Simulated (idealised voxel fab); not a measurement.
A process module follows: voxel spacer lines.
This is section cut - it's 220 nm across, gridded in 5 nm square cells.
A cross-section in this document is a grid of square cells, and it is written down as bands, the top band listed before the ones below it; a band is made up of one or more rows of cells. Band: top height; bottom height; in nm. Then, left to right: material with width in nm, for each material. "everywhere": a single material spanning edge to edge. "empty": empty space. The level at which height equals 0 is the one under which the wafer, as it arrives, is entirely one material. No lower edge exists for the bottom band, which continues downward and is notated as in "0 and below". Read "30..40" as a graded width: first number on top, second number at the bottom, same change between each pair of neighbouring rows. What does "nothing different" mean for a step? It means no cell of the cross-section changed in that step. Enclosed void list: empty space of 8 cells or more with no open way to the top, each as width x height at its distance from the left edge, in nm. Where a step's line continues beyond its settings, the continuation is a remark by the simulator itself on that step. "overlay nm" on a masked step: distance the mask lay right of its planned place, negative for left.
The steps planned for the process are as follows:
| 1 | RECEIVE: material Si |
| 2 | CONFORMAL_DEP: material Al2O3, thk nm 5 |
| 3 | DIRECTIONAL_DEP: material polySi, thk nm 10 |
| 4 | DIRECTIONAL_DEP: material aC, thk nm 25 |
| 5 | PATTERN: tone cover, mask id MANDREL, material resist, width nm 25, pitch nm 80, thk nm 35, overlay nm 0 |
| 6 | DIRECTIONAL_ETCH: etch materials aC, depth nm 25 |
| 7 | STRIP: etch materials resist |
| 8 | CONFORMAL_DEP: material SiN, thk nm 15 |
| 9 | DIRECTIONAL_ETCH: etch materials SiN, depth nm 15 |
| 10 | STRIP: etch materials aC |
| 11 | DIRECTIONAL_ETCH: etch materials polySi, depth nm 10 |
| 12 | STRIP: etch materials SiN |
Incoming wafer, cross-sectional view, post step 1:
	0 and below | Si everywhere
	Enclosed void list: none
Final wafer profile in cross-section after the module, from the same start and plan as above, with one mistake made during processing:
	15 down to 5 | empty (5)  polySi (15)  empty (15)  polySi (15)  empty (35)  polySi (15)  empty (15)  polySi (15)  empty (35)  polySi (15)  empty (15)  polySi (15)  empty (10)
	5 down to 0 | Al2O3 everywhere
	0 and below | Si everywhere
	Enclosed void list: none
What went wrong in running the wafer? step 5 was not run as planned; what actually ran was PATTERN: tone cover, mask id MANDREL, material resist, width nm 15, pitch nm 80, thk nm 35, overlay nm 0
